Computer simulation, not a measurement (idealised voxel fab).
process module | voxel fin reveal
cross-section cut | 155 nm wide | cells 5 nm
A cross-section is a grid of square cells, given in bands from the top down. A band is one or more rows of cells.
Each band's line starts with the height of the band's top and of its bottom, in nm. Then come its materials from left to right, each with its width in nm. One material with "throughout" fills the band from edge to edge. "air" is empty space.
Height 0 is the level under which the wafer as received is all one material. The lowest band goes on downwards, as in "0 down".
A width such as "30 to 40" changes by the same amount from each row of cells to the next, from the band's top row to its bottom row.
"no change" after a step means that no cell of the cross-section changed.
closed voids: empty space of 8 cells or more with no open way to the top, each as width x height at its distance from the left edge, in nm
after a step's settings: what the simulator itself notes on the step
overlay nm, on a step with a mask: how far to the right of its planned place the mask lay; to the left if negative
plan
1 op RECEIVE | material Si
2 op CONFORMAL_DEP | material SiN | thk nm 5
3 op DIRECTIONAL_DEP | material aC | thk nm 10
4 op PATTERN | tone cover | mask id FINS | material resist | width nm 15 | pitch nm 35 | thk nm 30 | overlay nm 0
5 op DIRECTIONAL_ETCH | etch materials aC | depth nm 10
6 op STRIP | etch materials resist
7 op DIRECTIONAL_ETCH | etch materials SiN | depth nm 5
8 op DIRECTIONAL_ETCH | etch materials Si | depth nm 30
9 op STRIP | etch materials aC
10 op FILL_DEP | material SiO2 | thk nm 10
11 op CMP | height nm 5
12 op SELECTIVE_ETCH | etch materials SiO2 | depth nm 15
13 op STRIP | etch materials SiN
as received, after step 1
  0 down: Si throughout
  closed voids: none
a wafer at the end: this start, this plan, one mistake
  0 to -10: Si 15 | air 15 | Si 20 | air 15 | Si 20 | air 15 | Si 20 | air 15 | Si 20
  -10 to -30: Si 15 | SiO2 15 | Si 20 | SiO2 15 | Si 20 | SiO2 15 | Si 20 | SiO2 15 | Si 20
  -30 down: Si throughout
  closed voids: none
what went wrong: step 4 ran as: op PATTERN | tone open | mask id FINS | material resist | width nm 15 | pitch nm 35 | thk nm 30 | overlay nm 0
